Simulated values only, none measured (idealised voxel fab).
process module | voxel transistor to metal
cross-section cut | 190 nm wide | cells 5 nm
A cross-section is a grid of square cells, given in bands from the top down. A band is one or more rows of cells.
Each band's line starts with the height of the band's top and of its bottom, in nm. Then come its materials from left to right, each with its width in nm. One material with "throughout" fills the band from edge to edge. "air" is empty space.
Height 0 is the level under which the wafer as received is all one material. The lowest band goes on downwards, as in "0 down".
A width such as "30 to 40" changes by the same amount from each row of cells to the next, from the band's top row to its bottom row.
"no change" after a step means that no cell of the cross-section changed.
closed voids: empty space of 8 cells or more with no open way to the top, each as width x height at its distance from the left edge, in nm
after a step's settings: what the simulator itself notes on the step
overlay nm, on a step with a mask: how far to the right of its planned place the mask lay; to the left if negative
plan
1 op RECEIVE | material Si
2 op OXIDIZE | depth nm 5
3 op CONFORMAL_DEP | material SiN | thk nm 10
4 op PATTERN | tone cover | mask id ACTIVE | material resist | width nm 120 | thk nm 20 | overlay nm 0
5 op DIRECTIONAL_ETCH | etch materials SiN | depth nm 10
6 op DIRECTIONAL_ETCH | etch materials SiO2 | depth nm 5
7 op DIRECTIONAL_ETCH | etch materials Si | depth nm 20
8 op STRIP | etch materials resist
9 op FILL_DEP | material SiO2 | thk nm 15
10 op CMP | height nm 10
11 op SELECTIVE_ETCH | etch materials SiO2 | depth nm 5
12 op STRIP | etch materials SiN
13 op SELECTIVE_ETCH | etch materials SiO2 | depth nm 5
14 op OXIDIZE | depth nm 5
15 op DIRECTIONAL_DEP | material polySi | thk nm 20
16 op DIRECTIONAL_DEP | material SiCN | thk nm 10
17 op DIRECTIONAL_DEP | material aC | thk nm 15
18 op PATTERN | tone cover | mask id GATE | material resist | width nm 30 | thk nm 30 | overlay nm 0
19 op DIRECTIONAL_ETCH | etch materials aC | depth nm 15
20 op STRIP | etch materials resist
21 op DIRECTIONAL_ETCH | etch materials SiCN | depth nm 20
22 op DIRECTIONAL_ETCH | etch materials polySi | depth nm 30
23 op STRIP | etch materials aC
24 op CONFORMAL_DEP | material SiN | thk nm 5
25 op DIRECTIONAL_ETCH | etch materials SiN | depth nm 5
26 op DIRECTIONAL_ETCH | etch materials SiO2 | depth nm 5
27 op DIRECTIONAL_ETCH | etch materials Si | depth nm 10
28 op EPI | material pSi | thk nm 10
29 op FILL_DEP | material SiO2 | thk nm 5
30 op CMP | height nm 15
31 op STRIP | etch materials polySi
32 op SELECTIVE_ETCH | etch materials SiO2 | depth nm 5
33 op CONFORMAL_DEP | material HfO2 | thk nm 5
34 op CONFORMAL_DEP | material TiN | thk nm 5
35 op FILL_DEP | material W | thk nm 5
36 op CMP | height nm 10
37 op DIRECTIONAL_DEP | material SiO2 | thk nm 10
38 op PATTERN | tone open | mask id CONTACT | material resist | width nm 15 | pitch nm 85 | thk nm 20 | overlay nm 0
39 op DIRECTIONAL_ETCH | etch materials SiO2 | depth nm 30
40 op STRIP | etch materials resist
41 op CONFORMAL_DEP | material TiN | thk nm 5
42 op FILL_DEP | material W | thk nm 5
43 op CMP | height nm 20
44 op CONFORMAL_DEP | material SiCN | thk nm 5
45 op DIRECTIONAL_DEP | material SiO2 | thk nm 15
46 op PATTERN | tone open | mask id METAL_1 | material resist | width nm 15 | pitch nm 85 | thk nm 20 | overlay nm 0
47 op DIRECTIONAL_ETCH | etch materials SiO2 | depth nm 15
48 op DIRECTIONAL_ETCH | etch materials SiCN | depth nm 5
49 op STRIP | etch materials resist
50 op CONFORMAL_DEP | material TiN | thk nm 5
51 op FILL_DEP | material W | thk nm 5
52 op CMP | height nm 40
53 op CONFORMAL_DEP | material SiCN | thk nm 5
54 op DIRECTIONAL_DEP | material lowk | thk nm 25
55 op DIRECTIONAL_DEP | material aC | thk nm 15
56 op PATTERN | tone open | mask id METAL_2 | material resist | width nm 15 | pitch nm 85 | thk nm 30 | overlay nm 0
57 op DIRECTIONAL_ETCH | etch materials aC | depth nm 15
58 op STRIP | etch materials resist
59 op DIRECTIONAL_ETCH | etch materials lowk | depth nm 15
60 op STRIP | etch materials aC
61 op PATTERN | tone open | mask id METAL_2_HOLES | material resist | width nm 15 | pitch nm 85 | thk nm 20 | overlay nm 0
62 op DIRECTIONAL_ETCH | etch materials lowk | depth nm 10
63 op DIRECTIONAL_ETCH | etch materials SiCN | depth nm 5
64 op STRIP | etch materials resist
65 op CONFORMAL_DEP | material TiN | thk nm 5
66 op FILL_DEP | material Cu | thk nm 10
67 op CMP | height nm 70
68 op CONFORMAL_DEP | material SiN | thk nm 5
varied across the wafers: thk nm of step 44. The plan shows the first wafer's value. All wafers start alike
first wafer as received, after step 1
  0 down: Si throughout
  closed voids: none
each wafer at the end: cells of each material gained (+) or lost (-) since it was received, then its closed voids
thk nm 5 | +10 Cu | +14 HfO2 | -150 Si | +64 SiCN | +46 SiN | +288 SiO2 | +78 TiN | +20 W | +160 lowk | +40 pSi | closed voids: none
thk nm 10 | +10 Cu | +14 HfO2 | -150 Si | +102 SiCN | +46 SiN | +256 SiO2 | +74 TiN | +18 W | +160 lowk | +40 pSi | closed voids: none
thk nm 15 | +10 Cu | +14 HfO2 | -150 Si | +140 SiCN | +46 SiN | +224 SiO2 | +70 TiN | +16 W | +160 lowk | +40 pSi | closed voids: none
thk nm 20 | +10 Cu | +14 HfO2 | -150 Si | +178 SiCN | +46 SiN | +192 SiO2 | +66 TiN | +14 W | +160 lowk | +40 pSi | closed voids: none
